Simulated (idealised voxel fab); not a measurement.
The document below concerns the process module designated voxel capacitor over wiring.
The cross-section on display is named cut; it measures 195 nm wide, and its cells are 5 nm squares.
Cross-section format: a grid of square cells, given as bands from top to bottom; each band is one or more rows of cells.
Within each band entry, the heights of the top and of the bottom of the band appear first, in that order and in nm; the materials of the band then follow from left to right, each with its corresponding width in nm. The designation "everywhere" on a single material indicates that it fills the band from edge to edge; the designation "empty" indicates empty space.
Ref level 0: as-received wafer is one material below here. Bottom band extends down with no lower bound ("0..down").
So if you see something like "30 to 40" for the width, read it as the top row of the band sitting at the first number and the bottom row at the second, with every row in between moving by the same amount as the last.
Where the words "stayed the same" appear for a step, the cross-section shows no cell changed by that step; every cell remained as before.
In "Cavities, sealed" the enclosed voids are listed, meaning empty spaces of 8 cells or larger without any opening to the top. The form is width x height at distance, distance from the left edge, units nm.
Read whatever lies past the settings on a step's line as the simulator's own remark about the step.
overlay nm: where the mask lay relative to plan, measured to the right, on steps with a mask; negatives go left.
-- Listed below are the process steps as planned
1) RECEIVE: material Si
2) CONFORMAL_DEP: material SiO2, thk nm 15
3) CONFORMAL_DEP: material SiCN, thk nm 5
4) DIRECTIONAL_DEP: material lowk, thk nm 20
5) MASKED_ETCH: tone open, mask id METAL_1, width nm 20, pitch nm 80, etch materials lowk, depth nm 20, overlay nm 0
6) MASKED_ETCH: tone open, mask id METAL_1, width nm 20, pitch nm 80, etch materials SiCN, depth nm 5, overlay nm 0
7) CONFORMAL_DEP: material TiN, thk nm 5
8) FILL_DEP: material Cu, thk nm 5
9) CMP: height nm 40
10) CONFORMAL_DEP: material SiCN, thk nm 5
11) DIRECTIONAL_DEP: material lowk, thk nm 20
12) DIRECTIONAL_DEP: material aC, thk nm 10
13) PATTERN: tone open, mask id PLUG_1, material resist, width nm 15, thk nm 25, overlay nm 0
14) DIRECTIONAL_ETCH: etch materials aC, depth nm 10
15) STRIP: etch materials resist
16) DIRECTIONAL_ETCH: etch materials lowk, depth nm 20
17) DIRECTIONAL_ETCH: etch materials SiCN, depth nm 5
18) STRIP: etch materials aC
19) CONFORMAL_DEP: material TiN, thk nm 5
20) FILL_DEP: material Ru, thk nm 10
21) CMP: height nm 65
22) DIRECTIONAL_DEP: material TiN, thk nm 5
23) DIRECTIONAL_DEP: material Al2O3, thk nm 5
24) DIRECTIONAL_DEP: material TiN, thk nm 10
25) MASKED_ETCH: tone cover, mask id UPPER_PLATE, width nm 65, etch materials TiN, depth nm 10, overlay nm 0
26) MASKED_ETCH: tone cover, mask id UPPER_PLATE, width nm 65, etch materials Al2O3, depth nm 5, overlay nm 0
27) MASKED_ETCH: tone cover, mask id LOWER_PLATE, width nm 75, etch materials TiN, depth nm 5, overlay nm 0
28) FILL_DEP: material SiO2, thk nm 15
29) CMP: height nm 95
30) PATTERN: tone open, mask id PLUG_2, material resist, width nm 15, thk nm 15, overlay nm 0
31) DIRECTIONAL_ETCH: etch materials SiO2, depth nm 10
32) STRIP: etch materials resist
33) CONFORMAL_DEP: material TiN, thk nm 5
34) FILL_DEP: material W, thk nm 5
35) CMP: height nm 95
36) CONFORMAL_DEP: material SiCN, thk nm 5
-- Incoming wafer, cross-sectional view, post step 1
  0..down: Si everywhere
  Cavities, sealed: none
-- The module was run from the start shown above using the plan shown above, but one mistake was made doing it; the resulting wafer cross-section is below
  100..95: SiCN everywhere
  95..90: W: 55 | TiN: 5 | SiO2: 15 | TiN: 5 | W: 115
  90..85: TiN: 60 | SiO2: 15 | TiN: 120
  85..75: SiO2: 50 | TiN: 65 | SiO2: 80
  75..70: SiO2: 50 | Al2O3: 65 | SiO2: 80
  70..65: SiO2: 45 | TiN: 75 | SiO2: 75
  65..45: lowk: 50 | TiN: 5 | Ru: 5 | TiN: 5 | lowk: 130
  45..40: SiCN: 50 | TiN: 15 | SiCN: 130
  40..20: lowk: 45 | TiN: 5 | Cu: 10 | TiN: 5 | lowk: 60 | TiN: 5 | Cu: 10 | TiN: 5 | lowk: 50
  20..15: SiCN: 45 | TiN: 20 | SiCN: 60 | TiN: 20 | SiCN: 50
  15..0: SiO2 everywhere
  0..down: Si everywhere
  Cavities, sealed: none
Error vs. plan: rather than as planned, step 30 actually ran as PATTERN: tone cover, mask id PLUG_2, material resist, width nm 15, thk nm 15, overlay nm 0
